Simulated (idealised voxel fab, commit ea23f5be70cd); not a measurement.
This section sets out a process module, namely voxel local oxidation.
For reference, the cross-section in this document is cut, with width 295 nm and square cells of 5 nm.
Heads up, the way a cross-section reads in here is a grid of square cells, handed over as bands from the top down, with every band being one or more rows of cells.
In this notation a band is specified by the heights of its top and bottom, in that order and in nm, after which its materials appear from left to right, each paired with its width in nm. The word "everywhere" attached to a single material means that material fills the band from edge to edge; the word "blank" stands for empty space.
Height is counted from the level 0, under which the received wafer is composed throughout of one material. The lowest of the bands is not closed at the bottom but continues downward, in the notation "0 -> down".
A width such as "30->40" changes by the same amount from each row of cells to the next, from the band's top row to its bottom row.
It should be understood that the words "stayed the same", when stated for a given step, signify that the cross-section underwent no change in any of its cells during that step.
If an empty space has no open way to the top and is at least 8 cells in size, "Closed cavities" lists it, written width x height at distance, where distance is measured from the left edge and every value is in nm.
Read whatever lies past the settings on a step's line as the simulator's own remark about the step.
The setting "overlay nm" may be written on the line of a step. When the step uses a mask, the value reports how far to the right of the planned place the mask lay, and a negative value reports that it lay to the left.

[Planned process steps]
| 1 | RECEIVE (material Si) |
| 2 | CONFORMAL_DEP (material SiO2; thk nm 5) |
| 3 | CONFORMAL_DEP (material SiN; thk nm 15) |
| 4 | PATTERN (tone cover; mask id ACTIVE; material resist; width nm 120; thk nm 15; overlay nm 0) |
| 5 | DIRECTIONAL_ETCH (etch materials SiN; depth nm 15) |
| 6 | STRIP (etch materials resist) |
| 7 | SELECTIVE_ETCH (etch materials SiO2; depth nm 5) |
| 8 | OXIDIZE (depth nm 10) |
| 9 | STRIP (etch materials SiN) |

[Wafer, first of two, run as planned]

[Shown in cross-section is the wafer as received, that is, as it stands after step 1]
> 0 -> down: Si everywhere
> Closed cavities: none

[Step 2 done - wafer cross-section]
> 5 -> 0: SiO2 everywhere
> Lower than 0, everything is as it was.

[Step 3 done - wafer cross-section]
> 20 -> 5: SiN everywhere
> Lower than 5, everything is as it was.

[Step 4 done - wafer cross-section]
> 35 -> 20: blank (85), resist (120), blank (90)
> Lower than 20, everything is as it was.

[Step 5 done - wafer cross-section]
> 35 -> 20: blank (85), resist (120), blank (90)
> 20 -> 5: blank (85), SiN (120), blank (90)
> Lower than 5, everything is as it was.

[Step 6 done - wafer cross-section]
> 20 -> 5: blank (85), SiN (120), blank (90)
> Lower than 5, everything is as it was.

[Step 7 done - wafer cross-section]
> 20 -> 5: blank (85), SiN (120), blank (90)
> 5 -> 0: blank (90), SiO2 (110), blank (95)
> Lower than 0, everything is as it was.

[Step 8 done - wafer cross-section]
> 20 -> 5: blank (85), SiN (120), blank (90)
> 5 -> 0: blank (90), SiO2 (110), blank (95)
> 0 -> -10: SiO2 (100), Si (90), SiO2 (105)
> Lower than -10, everything is as it was.

[Step 9 done - wafer cross-section]
> 5 -> 0: blank (90), SiO2 (110), blank (95)
> Lower than 0, everything is as it was.

[Second wafer: same start and same plan as the first, one execution error; identical to the first through step 2]

[Second wafer, section view, time point: scheduled end of step 3]
> 20 -> 0: SiO2 everywhere
> Lower than 0, everything is as it was.

[Second wafer, section view, time point: scheduled end of step 4]
> 35 -> 20: blank (85), resist (120), blank (90)
> Lower than 20, everything is as it was.

Second wafer, section view, time point: scheduled end of step 5: stayed the same

[Second wafer, section view, time point: scheduled end of step 6]
> 20 -> 0: SiO2 everywhere
> Lower than 0, everything is as it was.

[Second wafer, section view, time point: scheduled end of step 7]
> 15 -> 0: SiO2 everywhere
> Lower than 0, everything is as it was.

Second wafer, section view, time point: scheduled end of step 8: stayed the same

Second wafer, section view, time point: scheduled end of step 9: stayed the same
Diagnosis: the process deviated at step 3: the operation and settings actually run there were CONFORMAL_DEP (material SiO2; thk nm 15)
Cell-count delta at end, second wafer over first, by material: 82 more of Si | 73 more of SiO2
